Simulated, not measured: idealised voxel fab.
Name of the process module below: voxel self aligned contacts
Pictured: cross-section cut, 195 nm wide, on a grid of 5 nm square cells.
Cross-section layout: square cells on a grid; listed as bands, top to bottom; a band spans one or more cell rows. Band: top height; bottom height; in nm. Then, left to right: material with width in nm, for each material. "full width": a single material spanning edge to edge. "air": empty space. Ref level 0: as-received wafer is one material below here. Bottom band extends down with no lower bound ("0 -> down"). A width given as "30..40" starts at the first number in the band's top row and ends at the second number in its bottom row, shifting by an equal amount at every step from row to row. Step marked "changes: none"? Then no cell in the cross-section changed in it. Empty spaces without an open route to the top, at least 8 cells in extent, make up the entry "Cavities, closed"; each is given as width x height at distance, where the distance is measured from the left edge, and all are in nm. It should be noted that, on the line of a given step, the content following the step's settings is a remark produced by the simulator itself with respect to that step. "overlay nm" on a masked step: distance the mask lay right of its planned place, negative for left.
THE PLANNED PROCESS STEPS ARE ENUMERATED HEREUNDER
step 1: RECEIVE [material Si]
step 2: OXIDIZE [depth nm 5]
step 3: DIRECTIONAL_DEP [material polySi] [thk nm 20]
step 4: DIRECTIONAL_DEP [material SiN] [thk nm 25]
step 5: MASKED_ETCH [tone cover] [mask id GATE] [width nm 30] [pitch nm 70] [etch materials SiN] [depth nm 25] [overlay nm 0]
step 6: MASKED_ETCH [tone cover] [mask id GATE] [width nm 30] [pitch nm 70] [etch materials polySi] [depth nm 20] [overlay nm 0]
step 7: CONFORMAL_DEP [material SiN] [thk nm 10]
step 8: DIRECTIONAL_ETCH [etch materials SiN] [depth nm 10]
step 9: FILL_DEP [material SiO2] [thk nm 15]
step 10: CMP [height nm 50]
step 11: DIRECTIONAL_DEP [material aC] [thk nm 15]
step 12: PATTERN [tone open] [mask id CONTACT] [material resist] [width nm 50] [thk nm 35] [overlay nm 0]
step 13: DIRECTIONAL_ETCH [etch materials aC] [depth nm 15]
step 14: STRIP [etch materials resist]
step 15: DIRECTIONAL_ETCH [etch materials SiO2] [depth nm 55]
step 16: STRIP [etch materials aC]
step 17: CONFORMAL_DEP [material TiN] [thk nm 5]
step 18: FILL_DEP [material Ru] [thk nm 10]
step 19: CMP [height nm 50]
step 20: CONFORMAL_DEP [material SiCN] [thk nm 5]
AS-RECEIVED WAFER CROSS-SECTION (AFTER STEP 1)
* 0 -> down  Si full width
* Cavities, closed: none
ONE MISTAKE IN RUNNING THE MODULE, OTHERWISE START AND PLAN AS ABOVE: CROSS-SECTION AT THE END
* 55 -> 50  SiCN full width
* 50 -> 45  SiO2: 75 / TiN: 15 / Ru: 10 / TiN: 15 / SiO2: 80
* 45 -> 20  SiO2: 35 / SiN: 50 / TiN: 5 / Ru: 10 / TiN: 5 / SiN: 50 / SiO2: 40
* 20 -> 0  SiO2: 35 / SiN: 10 / polySi: 30 / SiN: 10 / TiN: 5 / Ru: 10 / TiN: 5 / SiN: 10 / polySi: 30 / SiN: 10 / SiO2: 40
* 0 -> -5  SiO2: 85 / TiN: 20 / SiO2: 90
* -5 -> down  Si full width
* Cavities, closed: none
Processing error: in deviation from the planned setting, step 12 was conducted as PATTERN [tone open] [mask id CONTACT] [material resist] [width nm 40] [thk nm 35] [overlay nm 0]
